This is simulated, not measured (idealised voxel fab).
Process module name: voxel wiring stack
For reference, the cross-section in this document is cut, with width 280 nm and square cells of 5 nm.
Cross-section, as written here: a square-cell grid given band by band from the top down, where a band holds one or more rows of cells.
This entry defines a band. It first specifies the height of the band's top and the height of its bottom in nm, and then specifies the band's materials from left to right, stating each material with its width in nm. The word "full width" identifies a single material that fills the band from edge to edge, while the word "empty" identifies empty space.
Beneath 0, the wafer as received is one material, and that level is where height counting begins. The lowest band goes on downward without a bottom; it is written like "0 down".
The notation "30->40" denotes a width that varies across the rows of cells in the band, beginning at the first number in the top row, finishing at the second number in the bottom row, and changing by an identical amount from each row to the next.
Where the words "no alteration" appear for a step, the cross-section shows no cell changed by that step; every cell remained as before.
Empty spaces without an open route to the top, at least 8 cells in extent, make up the entry "Non-vented voids"; each is given as width x height at distance, where the distance is measured from the left edge, and all are in nm.
What comes after the settings on a step's line is commentary from the simulator itself on that step.
overlay nm: for a step with a mask, the amount by which the mask lay right of where it was planned; a negative amount means left of it.

Set out below are the planned steps of the process
1 RECEIVE with material Si
2 CONFORMAL_DEP with material SiO2, thk nm 10
3 CONFORMAL_DEP with material SiN, thk nm 5
4 DIRECTIONAL_DEP with material lowk, thk nm 25
5 PATTERN with tone open, mask id METAL_1, material resist, width nm 30, pitch nm 60, thk nm 15, overlay nm 0
6 DIRECTIONAL_ETCH with etch materials lowk, depth nm 25
7 DIRECTIONAL_ETCH with etch materials SiN, depth nm 5
8 STRIP with etch materials resist
9 CONFORMAL_DEP with material TiN, thk nm 5
10 FILL_DEP with material W, thk nm 5
11 CMP with height nm 40
12 CONFORMAL_DEP with material SiCN, thk nm 5
13 DIRECTIONAL_DEP with material lowk, thk nm 20
14 DIRECTIONAL_DEP with material aC, thk nm 15
15 PATTERN with tone open, mask id PLUG_1, material resist, width nm 15, pitch nm 120, thk nm 30, overlay nm 0
16 DIRECTIONAL_ETCH with etch materials aC, depth nm 15
17 STRIP with etch materials resist
18 DIRECTIONAL_ETCH with etch materials lowk, depth nm 20
19 DIRECTIONAL_ETCH with etch materials SiCN, depth nm 5
20 STRIP with etch materials aC
21 EPI with material Ru, thk nm 10
22 EPI with material Ru, thk nm 10
23 EPI with material Ru, thk nm 5
24 CONFORMAL_DEP with material SiCN, thk nm 5
25 DIRECTIONAL_DEP with material lowk, thk nm 25
26 MASKED_ETCH with tone open, mask id METAL_2, width nm 30, pitch nm 60, etch materials lowk, depth nm 25, overlay nm 0
27 MASKED_ETCH with tone open, mask id METAL_2, width nm 30, pitch nm 60, etch materials SiCN, depth nm 5, overlay nm 0
28 CONFORMAL_DEP with material TiN, thk nm 5
29 FILL_DEP with material Cu, thk nm 10
30 CMP with height nm 95
31 CONFORMAL_DEP with material SiCN, thk nm 5
32 DIRECTIONAL_DEP with material SiO2, thk nm 35
33 DIRECTIONAL_DEP with material aC, thk nm 10
34 PATTERN with tone open, mask id METAL_3, material resist, width nm 30, pitch nm 60, thk nm 30, overlay nm 0
35 DIRECTIONAL_ETCH with etch materials aC, depth nm 10
36 STRIP with etch materials resist
37 DIRECTIONAL_ETCH with etch materials SiO2, depth nm 20
38 STRIP with etch materials aC
39 PATTERN with tone open, mask id METAL_3_HOLES, material resist, width nm 15, pitch nm 120, thk nm 15, overlay nm 0
40 DIRECTIONAL_ETCH with etch materials SiO2, depth nm 15
41 DIRECTIONAL_ETCH with etch materials SiCN, depth nm 5
42 STRIP with etch materials resist
43 CONFORMAL_DEP with material TiN, thk nm 5
44 FILL_DEP with material Cu, thk nm 10
45 CMP with height nm 135
46 CONFORMAL_DEP with material SiN, thk nm 5

The first of a set of two wafers, run to plan

Cross-section of the incoming wafer, state after step 1
> 0 down  Si full width
> Non-vented voids: none

Wafer after step 2 (cross-section)
> 10 to 0  SiO2 full width
> Below 0, the layers are the same as they were.

Wafer after step 3 (cross-section)
> 15 to 10  SiN full width
> Below 10, the layers are the same as they were.

Wafer after step 4 (cross-section)
> 40 to 15  lowk full width
> Below 15, the layers are the same as they were.

Wafer after step 5 (cross-section)
> 55 to 40  resist=65; empty=30; resist=30; empty=30; resist=30; empty=30; resist=65
> Below 40, the layers are the same as they were.

Wafer after step 6 (cross-section)
> 55 to 40  resist=65; empty=30; resist=30; empty=30; resist=30; empty=30; resist=65
> 40 to 15  lowk=65; empty=30; lowk=30; empty=30; lowk=30; empty=30; lowk=65
> Below 15, the layers are the same as they were.

Wafer after step 7 (cross-section)
> 55 to 40  resist=65; empty=30; resist=30; empty=30; resist=30; empty=30; resist=65
> 40 to 15  lowk=65; empty=30; lowk=30; empty=30; lowk=30; empty=30; lowk=65
> 15 to 10  SiN=65; empty=30; SiN=30; empty=30; SiN=30; empty=30; SiN=65
> Below 10, the layers are the same as they were.

Wafer after step 8 (cross-section)
> 40 to 15  lowk=65; empty=30; lowk=30; empty=30; lowk=30; empty=30; lowk=65
> Below 15, the layers are the same as they were.

Wafer after step 9 (cross-section)
> 45 to 40  TiN=70; empty=20; TiN=40; empty=20; TiN=40; empty=20; TiN=70
> 40 to 15  lowk=65; TiN=5; empty=20; TiN=5; lowk=30; TiN=5; empty=20; TiN=5; lowk=30; TiN=5; empty=20; TiN=5; lowk=65
> 15 to 10  SiN=65; TiN=30; SiN=30; TiN=30; SiN=30; TiN=30; SiN=65
> Below 10, the layers are the same as they were.

Wafer after step 10 (cross-section)
> 50 to 45  W full width
> 45 to 40  TiN=70; W=20; TiN=40; W=20; TiN=40; W=20; TiN=70
> 40 to 15  lowk=65; TiN=5; W=20; TiN=5; lowk=30; TiN=5; W=20; TiN=5; lowk=30; TiN=5; W=20; TiN=5; lowk=65
> Below 15, the layers are the same as they were.

Wafer after step 11 (cross-section)
> 40 to 15  lowk=65; TiN=5; W=20; TiN=5; lowk=30; TiN=5; W=20; TiN=5; lowk=30; TiN=5; W=20; TiN=5; lowk=65
> Below 15, the layers are the same as they were.

Wafer after step 12 (cross-section)
> 45 to 40  SiCN full width
> Below 40, the layers are the same as they were.

Wafer after step 13 (cross-section)
> 65 to 45  lowk full width
> Below 45, the layers are the same as they were.

Wafer after step 14 (cross-section)
> 80 to 65  aC full width
> Below 65, the layers are the same as they were.

Wafer after step 15 (cross-section)
> 110 to 80  resist=65; empty=15; resist=105; empty=15; resist=80
> Below 80, the layers are the same as they were.

Wafer after step 16 (cross-section)
> 95 to 80  resist=65; empty=15; resist=105; empty=15; resist=80
> 80 to 65  aC=65; empty=15; aC=105; empty=15; aC=80
> Below 65, the layers are the same as they were.

Wafer after step 17 (cross-section)
> 80 to 65  aC=65; empty=15; aC=105; empty=15; aC=80
> Below 65, the layers are the same as they were.

Wafer after step 18 (cross-section)
> 80 to 65  aC=65; empty=15; aC=105; empty=15; aC=80
> 65 to 45  lowk=65; empty=15; lowk=105; empty=15; lowk=80
> Below 45, the layers are the same as they were.

Wafer after step 19 (cross-section)
> 80 to 65  aC=65; empty=15; aC=105; empty=15; aC=80
> 65 to 45  lowk=65; empty=15; lowk=105; empty=15; lowk=80
> 45 to 40  SiCN=65; empty=15; SiCN=105; empty=15; SiCN=80
> Below 40, the layers are the same as they were.

Wafer after step 20 (cross-section)
> 65 to 45  lowk=65; empty=15; lowk=105; empty=15; lowk=80
> Below 45, the layers are the same as they were.

Wafer after step 21 (cross-section)
> 65 to 50  lowk=65; empty=15; lowk=105; empty=15; lowk=80
> 50 to 45  lowk=65; Ru=15; lowk=105; Ru=15; lowk=80
> 45 to 40  SiCN=65; Ru=15; SiCN=105; Ru=15; SiCN=80
> Below 40, the layers are the same as they were.

Wafer after step 22 (cross-section)
> 65 to 60  lowk=65; empty=15; lowk=105; empty=15; lowk=80
> 60 to 45  lowk=65; Ru=15; lowk=105; Ru=15; lowk=80
> Below 45, the layers are the same as they were.

Wafer after step 23 (cross-section)
> 65 to 45  lowk=65; Ru=15; lowk=105; Ru=15; lowk=80
> Below 45, the layers are the same as they were.

Wafer after step 24 (cross-section)
> 70 to 65  SiCN full width
> Below 65, the layers are the same as they were.

Wafer after step 25 (cross-section)
> 95 to 70  lowk full width
> Below 70, the layers are the same as they were.

Wafer after step 26 (cross-section)
> 95 to 70  lowk=65; empty=30; lowk=30; empty=30; lowk=30; empty=30; lowk=65
> Below 70, the layers are the same as they were.

Wafer after step 27 (cross-section)
> 95 to 70  lowk=65; empty=30; lowk=30; empty=30; lowk=30; empty=30; lowk=65
> 70 to 65  SiCN=65; empty=30; SiCN=30; empty=30; SiCN=30; empty=30; SiCN=65
> Below 65, the layers are the same as they were.

Wafer after step 28 (cross-section)
> 100 to 95  TiN=70; empty=20; TiN=40; empty=20; TiN=40; empty=20; TiN=70
> 95 to 70  lowk=65; TiN=5; empty=20; TiN=5; lowk=30; TiN=5; empty=20; TiN=5; lowk=30; TiN=5; empty=20; TiN=5; lowk=65
> 70 to 65  SiCN=65; TiN=30; SiCN=30; TiN=30; SiCN=30; TiN=30; SiCN=65
> Below 65, the layers are the same as they were.

Wafer after step 29 (cross-section)
> 110 to 100  Cu full width
> 100 to 95  TiN=70; Cu=20; TiN=40; Cu=20; TiN=40; Cu=20; TiN=70
> 95 to 70  lowk=65; TiN=5; Cu=20; TiN=5; lowk=30; TiN=5; Cu=20; TiN=5; lowk=30; TiN=5; Cu=20; TiN=5; lowk=65
> Below 70, the layers are the same as they were.

Wafer after step 30 (cross-section)
> 95 to 70  lowk=65; TiN=5; Cu=20; TiN=5; lowk=30; TiN=5; Cu=20; TiN=5; lowk=30; TiN=5; Cu=20; TiN=5; lowk=65
> Below 70, the layers are the same as they were.

Wafer after step 31 (cross-section)
> 100 to 95  SiCN full width
> Below 95, the layers are the same as they were.

Wafer after step 32 (cross-section)
> 135 to 100  SiO2 full width
> Below 100, the layers are the same as they were.

Wafer after step 33 (cross-section)
> 145 to 135  aC full width
> Below 135, the layers are the same as they were.

Wafer after step 34 (cross-section)
> 175 to 145  resist=65; empty=30; resist=30; empty=30; resist=30; empty=30; resist=65
> Below 145, the layers are the same as they were.

Wafer after step 35 (cross-section)
> 165 to 145  resist=65; empty=30; resist=30; empty=30; resist=30; empty=30; resist=65
> 145 to 135  aC=65; empty=30; aC=30; empty=30; aC=30; empty=30; aC=65
> Below 135, the layers are the same as they were.

Wafer after step 36 (cross-section)
> 145 to 135  aC=65; empty=30; aC=30; empty=30; aC=30; empty=30; aC=65
> Below 135, the layers are the same as they were.

Wafer after step 37 (cross-section)
> 145 to 135  aC=65; empty=30; aC=30; empty=30; aC=30; empty=30; aC=65
> 135 to 115  SiO2=65; empty=30; SiO2=30; empty=30; SiO2=30; empty=30; SiO2=65
> Below 115, the layers are the same as they were.

Wafer after step 38 (cross-section)
> 135 to 115  SiO2=65; empty=30; SiO2=30; empty=30; SiO2=30; empty=30; SiO2=65
> Below 115, the layers are the same as they were.

Wafer after step 39 (cross-section)
> 150 to 135  resist=65; empty=15; resist=105; empty=15; resist=80
> 135 to 115  SiO2=65; empty=15; resist=15; SiO2=30; resist=30; SiO2=30; empty=15; resist=15; SiO2=65
> Below 115, the layers are the same as they were.

Wafer after step 40 (cross-section)
> 150 to 135  resist=65; empty=15; resist=105; empty=15; resist=80
> 135 to 115  SiO2=65; empty=15; resist=15; SiO2=30; resist=30; SiO2=30; empty=15; resist=15; SiO2=65
> 115 to 100  SiO2=65; empty=15; SiO2=105; empty=15; SiO2=80
> Below 100, the layers are the same as they were.

Wafer after step 41 (cross-section)
> 150 to 135  resist=65; empty=15; resist=105; empty=15; resist=80
> 135 to 115  SiO2=65; empty=15; resist=15; SiO2=30; resist=30; SiO2=30; empty=15; resist=15; SiO2=65
> 115 to 100  SiO2=65; empty=15; SiO2=105; empty=15; SiO2=80
> 100 to 95  SiCN=65; empty=15; SiCN=105; empty=15; SiCN=80
> Below 95, the layers are the same as they were.

Wafer after step 42 (cross-section)
> 135 to 115  SiO2=65; empty=30; SiO2=30; empty=30; SiO2=30; empty=30; SiO2=65
> Below 115, the layers are the same as they were.

Wafer after step 43 (cross-section)
> 140 to 135  TiN=70; empty=20; TiN=40; empty=20; TiN=40; empty=20; TiN=70
> 135 to 120  SiO2=65; TiN=5; empty=20; TiN=5; SiO2=30; TiN=5; empty=20; TiN=5; SiO2=30; TiN=5; empty=20; TiN=5; SiO2=65
> 120 to 115  SiO2=65; TiN=5; empty=5; TiN=20; SiO2=30; TiN=30; SiO2=30; TiN=5; empty=5; TiN=20; SiO2=65
> 115 to 100  SiO2=65; TiN=5; empty=5; TiN=5; SiO2=105; TiN=5; empty=5; TiN=5; SiO2=80
> 100 to 95  SiCN=65; TiN=15; SiCN=105; TiN=15; SiCN=80
> Below 95, the layers are the same as they were.

Wafer after step 44 (cross-section)
> 150 to 140  Cu full width
> 140 to 135  TiN=70; Cu=20; TiN=40; Cu=20; TiN=40; Cu=20; TiN=70
> 135 to 120  SiO2=65; TiN=5; Cu=20; TiN=5; SiO2=30; TiN=5; Cu=20; TiN=5; SiO2=30; TiN=5; Cu=20; TiN=5; SiO2=65
> 120 to 115  SiO2=65; TiN=5; Cu=5; TiN=20; SiO2=30; TiN=30; SiO2=30; TiN=5; Cu=5; TiN=20; SiO2=65
> 115 to 100  SiO2=65; TiN=5; Cu=5; TiN=5; SiO2=105; TiN=5; Cu=5; TiN=5; SiO2=80
> Below 100, the layers are the same as they were.

Wafer after step 45 (cross-section)
> 135 to 120  SiO2=65; TiN=5; Cu=20; TiN=5; SiO2=30; TiN=5; Cu=20; TiN=5; SiO2=30; TiN=5; Cu=20; TiN=5; SiO2=65
> Below 120, the layers are the same as they were.

Wafer after step 46 (cross-section)
> 140 to 135  SiN full width
> Below 135, the layers are the same as they were.

Wafer two of the pair: same origin, same plan, one error during the run; identical to wafer one up to and including step 17

Second wafer, cut view, end of step 18 per plan
> 80 to 65  aC=65; empty=15; aC=105; empty=15; aC=80
> 65 to 55  lowk=65; empty=15; lowk=105; empty=15; lowk=80
> Below 55, the layers are the same as they were.

Second wafer, cut view, end of step 19 per plan: no alteration

Second wafer, cut view, end of step 20 per plan
> 65 to 55  lowk=65; empty=15; lowk=105; empty=15; lowk=80
> Below 55, the layers are the same as they were.

Second wafer, cut view, end of step 21 per plan: no alteration

Second wafer, cut view, end of step 22 per plan: no alteration

Second wafer, cut view, end of step 23 per plan: no alteration

Second wafer, cut view, end of step 24 per plan
> 70 to 65  SiCN=70; empty=5; SiCN=115; empty=5; SiCN=85
> 65 to 60  lowk=65; SiCN=5; empty=5; SiCN=5; lowk=105; SiCN=5; empty=5; SiCN=5; lowk=80
> 60 to 55  lowk=65; SiCN=15; lowk=105; SiCN=15; lowk=80
> Below 55, the layers are the same as they were.

Second wafer, cut view, end of step 25 per plan
> 95 to 85  lowk=70; empty=5; lowk=115; empty=5; lowk=85
> 85 to 70  lowk full width
> 70 to 65  SiCN=70; lowk=5; SiCN=115; lowk=5; SiCN=85
> 65 to 60  lowk=65; SiCN=5; lowk=5; SiCN=5; lowk=105; SiCN=5; lowk=5; SiCN=5; lowk=80
> Below 60, the layers are the same as they were.

Second wafer, cut view, end of step 26 per plan
> 95 to 70  lowk=65; empty=30; lowk=30; empty=30; lowk=30; empty=30; lowk=65
> 70 to 65  SiCN=70; empty=5; SiCN=115; empty=5; SiCN=85
> 65 to 60  lowk=65; SiCN=5; empty=5; SiCN=5; lowk=105; SiCN=5; empty=5; SiCN=5; lowk=80
> Below 60, the layers are the same as they were.

Second wafer, cut view, end of step 27 per plan
> 95 to 70  lowk=65; empty=30; lowk=30; empty=30; lowk=30; empty=30; lowk=65
> 70 to 65  SiCN=65; empty=30; SiCN=30; empty=30; SiCN=30; empty=30; SiCN=65
> 65 to 55  lowk=65; SiCN=5; empty=5; SiCN=5; lowk=105; SiCN=5; empty=5; SiCN=5; lowk=80
> Below 55, the layers are the same as they were.

Second wafer, cut view, end of step 28 per plan
> 100 to 95  TiN=70; empty=20; TiN=40; empty=20; TiN=40; empty=20; TiN=70
> 95 to 70  lowk=65; TiN=5; empty=20; TiN=5; lowk=30; TiN=5; empty=20; TiN=5; lowk=30; TiN=5; empty=20; TiN=5; lowk=65
> 70 to 65  SiCN=65; TiN=30; SiCN=30; TiN=30; SiCN=30; TiN=30; SiCN=65
> 65 to 55  lowk=65; SiCN=5; TiN=5; SiCN=5; lowk=105; SiCN=5; TiN=5; SiCN=5; lowk=80
> Below 55, the layers are the same as they were.

Second wafer, cut view, end of step 29 per plan
> 110 to 100  Cu full width
> 100 to 95  TiN=70; Cu=20; TiN=40; Cu=20; TiN=40; Cu=20; TiN=70
> 95 to 70  lowk=65; TiN=5; Cu=20; TiN=5; lowk=30; TiN=5; Cu=20; TiN=5; lowk=30; TiN=5; Cu=20; TiN=5; lowk=65
> Below 70, the layers are the same as they were.

Second wafer, cut view, end of step 30 per plan
> 95 to 70  lowk=65; TiN=5; Cu=20; TiN=5; lowk=30; TiN=5; Cu=20; TiN=5; lowk=30; TiN=5; Cu=20; TiN=5; lowk=65
> Below 70, the layers are the same as they were.

Second wafer, cut view, end of step 31 per plan
> 100 to 95  SiCN full width
> Below 95, the layers are the same as they were.

Second wafer, cut view, end of step 32 per plan
> 135 to 100  SiO2 full width
> Below 100, the layers are the same as they were.

Second wafer, cut view, end of step 33 per plan
> 145 to 135  aC full width
> Below 135, the layers are the same as they were.

Second wafer, cut view, end of step 34 per plan
> 175 to 145  resist=65; empty=30; resist=30; empty=30; resist=30; empty=30; resist=65
> Below 145, the layers are the same as they were.

Second wafer, cut view, end of step 35 per plan
> 165 to 145  resist=65; empty=30; resist=30; empty=30; resist=30; empty=30; resist=65
> 145 to 135  aC=65; empty=30; aC=30; empty=30; aC=30; empty=30; aC=65
> Below 135, the layers are the same as they were.

Second wafer, cut view, end of step 36 per plan
> 145 to 135  aC=65; empty=30; aC=30; empty=30; aC=30; empty=30; aC=65
> Below 135, the layers are the same as they were.

Second wafer, cut view, end of step 37 per plan
> 145 to 135  aC=65; empty=30; aC=30; empty=30; aC=30; empty=30; aC=65
> 135 to 115  SiO2=65; empty=30; SiO2=30; empty=30; SiO2=30; empty=30; SiO2=65
> Below 115, the layers are the same as they were.

Second wafer, cut view, end of step 38 per plan
> 135 to 115  SiO2=65; empty=30; SiO2=30; empty=30; SiO2=30; empty=30; SiO2=65
> Below 115, the layers are the same as they were.

Second wafer, cut view, end of step 39 per plan
> 150 to 135  resist=65; empty=15; resist=105; empty=15; resist=80
> 135 to 115  SiO2=65; empty=15; resist=15; SiO2=30; resist=30; SiO2=30; empty=15; resist=15; SiO2=65
> Below 115, the layers are the same as they were.

Second wafer, cut view, end of step 40 per plan
> 150 to 135  resist=65; empty=15; resist=105; empty=15; resist=80
> 135 to 115  SiO2=65; empty=15; resist=15; SiO2=30; resist=30; SiO2=30; empty=15; resist=15; SiO2=65
> 115 to 100  SiO2=65; empty=15; SiO2=105; empty=15; SiO2=80
> Below 100, the layers are the same as they were.

Second wafer, cut view, end of step 41 per plan
> 150 to 135  resist=65; empty=15; resist=105; empty=15; resist=80
> 135 to 115  SiO2=65; empty=15; resist=15; SiO2=30; resist=30; SiO2=30; empty=15; resist=15; SiO2=65
> 115 to 100  SiO2=65; empty=15; SiO2=105; empty=15; SiO2=80
> 100 to 95  SiCN=65; empty=15; SiCN=105; empty=15; SiCN=80
> Below 95, the layers are the same as they were.

Second wafer, cut view, end of step 42 per plan
> 135 to 115  SiO2=65; empty=30; SiO2=30; empty=30; SiO2=30; empty=30; SiO2=65
> Below 115, the layers are the same as they were.

Second wafer, cut view, end of step 43 per plan
> 140 to 135  TiN=70; empty=20; TiN=40; empty=20; TiN=40; empty=20; TiN=70
> 135 to 120  SiO2=65; TiN=5; empty=20; TiN=5; SiO2=30; TiN=5; empty=20; TiN=5; SiO2=30; TiN=5; empty=20; TiN=5; SiO2=65
> 120 to 115  SiO2=65; TiN=5; empty=5; TiN=20; SiO2=30; TiN=30; SiO2=30; TiN=5; empty=5; TiN=20; SiO2=65
> 115 to 100  SiO2=65; TiN=5; empty=5; TiN=5; SiO2=105; TiN=5; empty=5; TiN=5; SiO2=80
> 100 to 95  SiCN=65; TiN=15; SiCN=105; TiN=15; SiCN=80
> Below 95, the layers are the same as they were.

Second wafer, cut view, end of step 44 per plan
> 150 to 140  Cu full width
> 140 to 135  TiN=70; Cu=20; TiN=40; Cu=20; TiN=40; Cu=20; TiN=70
> 135 to 120  SiO2=65; TiN=5; Cu=20; TiN=5; SiO2=30; TiN=5; Cu=20; TiN=5; SiO2=30; TiN=5; Cu=20; TiN=5; SiO2=65
> 120 to 115  SiO2=65; TiN=5; Cu=5; TiN=20; SiO2=30; TiN=30; SiO2=30; TiN=5; Cu=5; TiN=20; SiO2=65
> 115 to 100  SiO2=65; TiN=5; Cu=5; TiN=5; SiO2=105; TiN=5; Cu=5; TiN=5; SiO2=80
> Below 100, the layers are the same as they were.

Second wafer, cut view, end of step 45 per plan
> 135 to 120  SiO2=65; TiN=5; Cu=20; TiN=5; SiO2=30; TiN=5; Cu=20; TiN=5; SiO2=30; TiN=5; Cu=20; TiN=5; SiO2=65
> Below 120, the layers are the same as they were.

Second wafer, cut view, end of step 46 per plan
> 140 to 135  SiN full width
> Below 135, the layers are the same as they were.
The mistake made against the process plan was this: step 18 deviated from plan and actually ran as DIRECTIONAL_ETCH with etch materials lowk, depth nm 10
Cell-count delta at end, second wafer over first, by material: -30 Ru | +14 SiCN | +4 TiN | +12 lowk
